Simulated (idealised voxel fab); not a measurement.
The process module presented herein is designated voxel capacitor over wiring.
Xsec cut, 180 nm wide, square cell size 5 nm.
Each cross-section below is a grid of square cells, stated as bands in top-down order, with one or more rows of cells making up each band.
In this notation a band is specified by the heights of its top and bottom, in that order and in nm, after which its materials appear from left to right, each paired with its width in nm. The word "throughout" attached to a single material means that material fills the band from edge to edge; the word "blank" stands for empty space.
Height reference: 0 = level under which incoming wafer is all one material. Lowest band: no bottom, runs on downward, e.g. "0 and below".
Width: "30->40" (first number = top row, second number = bottom row, same change from row to row of cells).
Reading "no change occurred" for a step: not a cell of the cross-section changed in it.
Under "Closed cavities" you'll find the enclosed gaps, the ones with no way out to the top, that are 8 cells or bigger; each reads width x height at distance, with distance counted from the left edge, everything in nm.
Note: text after step settings on the step line = simulator remark on that step.
You can add "overlay nm" to a step's line. For a step with a mask, it describes how far the mask lay to the right of its planned position, and a negative number describes a lay to the left.

PROCESS STEPS (PLANNED)
1) op RECEIVE | material Si
2) op CONFORMAL_DEP | material SiO2 | thk nm 15
3) op CONFORMAL_DEP | material SiN | thk nm 5
4) op DIRECTIONAL_DEP | material lowk | thk nm 20
5) op DIRECTIONAL_DEP | material aC | thk nm 10
6) op PATTERN | tone open | mask id METAL_1 | material resist | width nm 25 | pitch nm 75 | thk nm 30 | overlay nm 0
7) op DIRECTIONAL_ETCH | etch materials aC | depth nm 10
8) op STRIP | etch materials resist
9) op DIRECTIONAL_ETCH | etch materials lowk | depth nm 20
10) op DIRECTIONAL_ETCH | etch materials SiN | depth nm 5
11) op STRIP | etch materials aC
12) op CONFORMAL_DEP | material TiN | thk nm 5
13) op FILL_DEP | material W | thk nm 10
14) op CMP | height nm 40
15) op CONFORMAL_DEP | material SiCN | thk nm 5
16) op DIRECTIONAL_DEP | material lowk | thk nm 15
17) op DIRECTIONAL_DEP | material aC | thk nm 15
18) op PATTERN | tone open | mask id PLUG_1 | material resist | width nm 15 | thk nm 35 | overlay nm 0
19) op DIRECTIONAL_ETCH | etch materials aC | depth nm 15
20) op STRIP | etch materials resist
21) op DIRECTIONAL_ETCH | etch materials lowk | depth nm 15
22) op DIRECTIONAL_ETCH | etch materials SiCN | depth nm 5
23) op STRIP | etch materials aC
24) op CONFORMAL_DEP | material TiN | thk nm 5
25) op FILL_DEP | material Ru | thk nm 5
26) op CMP | height nm 60
27) op DIRECTIONAL_DEP | material TiN | thk nm 10
28) op DIRECTIONAL_DEP | material Al2O3 | thk nm 5
29) op DIRECTIONAL_DEP | material TiN | thk nm 5
30) op PATTERN | tone cover | mask id UPPER_PLATE | material resist | width nm 55 | thk nm 20 | overlay nm 0
31) op DIRECTIONAL_ETCH | etch materials TiN | depth nm 5
32) op DIRECTIONAL_ETCH | etch materials Al2O3 | depth nm 5
33) op STRIP | etch materials resist
34) op PATTERN | tone cover | mask id LOWER_PLATE | material resist | width nm 65 | thk nm 20 | overlay nm 0
35) op DIRECTIONAL_ETCH | etch materials TiN | depth nm 10
36) op STRIP | etch materials resist
37) op FILL_DEP | material SiO2 | thk nm 20
38) op CMP | height nm 95
39) op DIRECTIONAL_DEP | material aC | thk nm 15
40) op PATTERN | tone open | mask id PLUG_2 | material resist | width nm 15 | thk nm 30 | overlay nm 0
41) op DIRECTIONAL_ETCH | etch materials aC | depth nm 15
42) op STRIP | etch materials resist
43) op DIRECTIONAL_ETCH | etch materials SiO2 | depth nm 15
44) op STRIP | etch materials aC
45) op CONFORMAL_DEP | material TiN | thk nm 5
46) op FILL_DEP | material Cu | thk nm 10
47) op CMP | height nm 95
48) op CONFORMAL_DEP | material SiN | thk nm 5

SO THIS IS THE INCOMING WAFER IN CROSS-SECTION - IT'S ALREADY BEEN THROUGH STEP 1
> 0 and below | Si throughout
> Closed cavities: none

FIRST WAFER AT THE END, AS PLANNED
> 100 down to 95 | SiN throughout
> 95 down to 85 | SiO2 60 nm  TiN 5 nm  Cu 5 nm  TiN 5 nm  SiO2 105 nm
> 85 down to 75 | SiO2 60->50 nm  TiN 15->55 nm  SiO2 105->75 nm
> 75 down to 70 | SiO2 50 nm  Al2O3 55 nm  SiO2 75 nm
> 70 down to 60 | SiO2 45 nm  TiN 65 nm  SiO2 70 nm
> 60 down to 45 | lowk 50 nm  TiN 5 nm  Ru 5 nm  TiN 5 nm  lowk 115 nm
> 45 down to 40 | SiCN 50 nm  TiN 15 nm  SiCN 115 nm
> 40 down to 20 | lowk 40 nm  TiN 5 nm  W 15 nm  TiN 5 nm  lowk 50 nm  TiN 5 nm  W 15 nm  TiN 5 nm  lowk 40 nm
> 20 down to 15 | SiN 40 nm  TiN 25 nm  SiN 50 nm  TiN 25 nm  SiN 40 nm
> 15 down to 0 | SiO2 throughout
> 0 and below | Si throughout
> Closed cavities: none

MODULE END: CROSS-SECTION OF WAFER TWO OF TWO. SAME START AND PROCESS PLAN AS THE FIRST WAFER. ONE MISTAKE DURING EXECUTION
> 100 down to 95 | SiN throughout
> 95 down to 85 | SiO2 60 nm  TiN 5 nm  Cu 5 nm  TiN 5 nm  SiO2 105 nm
> 85 down to 75 | SiO2 60->50 nm  TiN 15->55 nm  SiO2 105->75 nm
> 75 down to 70 | SiO2 50 nm  Al2O3 55 nm  SiO2 75 nm
> 70 down to 60 | SiO2 45 nm  TiN 65 nm  SiO2 70 nm
> 60 down to 45 | lowk 50 nm  TiN 5 nm  Ru 5 nm  TiN 5 nm  lowk 115 nm
> 45 down to 40 | SiCN 50 nm  TiN 15 nm  SiCN 115 nm
> 40 down to 35 | SiN 40 nm  TiN 25 nm  SiN 50 nm  TiN 25 nm  SiN 40 nm
> 35 down to 15 | lowk throughout
> 15 down to 0 | SiO2 throughout
> 0 and below | Si throughout
> Closed cavities: none
Nonconformance to the process plan: steps 3 and 4 got flipped, so each one ran where the other should have
Upon completion, the second wafer contains, in terms of cells, a greater or smaller amount of certain materials than the first wafer: TiN -16, W -24, lowk +40
